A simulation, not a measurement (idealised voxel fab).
process module | voxel gate over fins
cross-section cut | 225 nm wide | cells 5 nm
A cross-section is a grid of square cells, given in bands from the top down. A band is one or more rows of cells.
Each band's line starts with the height of the band's top and of its bottom, in nm. Then come its materials from left to right, each with its width in nm. One material with "throughout" fills the band from edge to edge. "air" is empty space.
Height 0 is the level under which the wafer as received is all one material. The lowest band goes on downwards, as in "0 down".
A width such as "30 to 40" changes by the same amount from each row of cells to the next, from the band's top row to its bottom row.
"no change" after a step means that no cell of the cross-section changed.
closed voids: empty space of 8 cells or more with no open way to the top, each as width x height at its distance from the left edge, in nm
after a step's settings: what the simulator itself notes on the step
overlay nm, on a step with a mask: how far to the right of its planned place the mask lay; to the left if negative
plan
1 op RECEIVE | material Si
2 op CONFORMAL_DEP | material SiN | thk nm 10
3 op MASKED_ETCH | tone cover | mask id FINS | width nm 15 | pitch nm 60 | etch materials SiN | depth nm 10 | overlay nm -15
4 op MASKED_ETCH | tone cover | mask id FINS | width nm 15 | pitch nm 60 | etch materials Si | depth nm 40 | overlay nm 0
5 op OXIDIZE | depth nm 5
6 op FILL_DEP | material SiO2 | thk nm 10
7 op CMP | height nm 10
8 op MASKED_ETCH | tone open | mask id RAIL | width nm 15 | etch materials SiO2 | depth nm 45 | overlay nm 0
9 op CONFORMAL_DEP | material TiN | thk nm 5
10 op FILL_DEP | material W | thk nm 10
11 op CMP | height nm 10
12 op SELECTIVE_ETCH | etch materials W Ru TiN | depth nm 30
13 op FILL_DEP | material SiO2 | thk nm 5
14 op CMP | height nm 10
15 op SELECTIVE_ETCH | etch materials SiO2 | depth nm 20
16 op STRIP | etch materials SiN
17 op CONFORMAL_DEP | material HfO2 | thk nm 5
18 op CONFORMAL_DEP | material TiN | thk nm 5
19 op FILL_DEP | material W | thk nm 15
20 op CMP | height nm 20
21 op CONFORMAL_DEP | material SiCN | thk nm 5
varied across the wafers: overlay nm of step 3. The plan shows the first wafer's value. All wafers start alike
first wafer as received, after step 1
  0 down: Si throughout
  closed voids: none
each wafer at the end: cells of each material gained (+) or lost (-) since it was received, then its closed voids
overlay nm -15 | +57 HfO2 | -306 Si | +45 SiCN | +222 SiO2 | +64 TiN | +143 W | closed voids: none
overlay nm -10 | +57 HfO2 | -330 Si | +45 SiCN | +243 SiO2 | +64 TiN | +146 W | closed voids: none
overlay nm -5 | +57 HfO2 | -354 Si | +45 SiCN | +264 SiO2 | +64 TiN | +149 W | closed voids: none
overlay nm 0 | +57 HfO2 | -378 Si | +45 SiCN | +285 SiO2 | +64 TiN | +152 W | closed voids: none
overlay nm 5 | +57 HfO2 | -354 Si | +45 SiCN | +264 SiO2 | +64 TiN | +149 W | closed voids: none
overlay nm 10 | +57 HfO2 | -330 Si | +45 SiCN | +243 SiO2 | +64 TiN | +146 W | closed voids: none
overlay nm 15 | +57 HfO2 | -306 Si | +45 SiCN | +222 SiO2 | +64 TiN | +143 W | closed voids: none
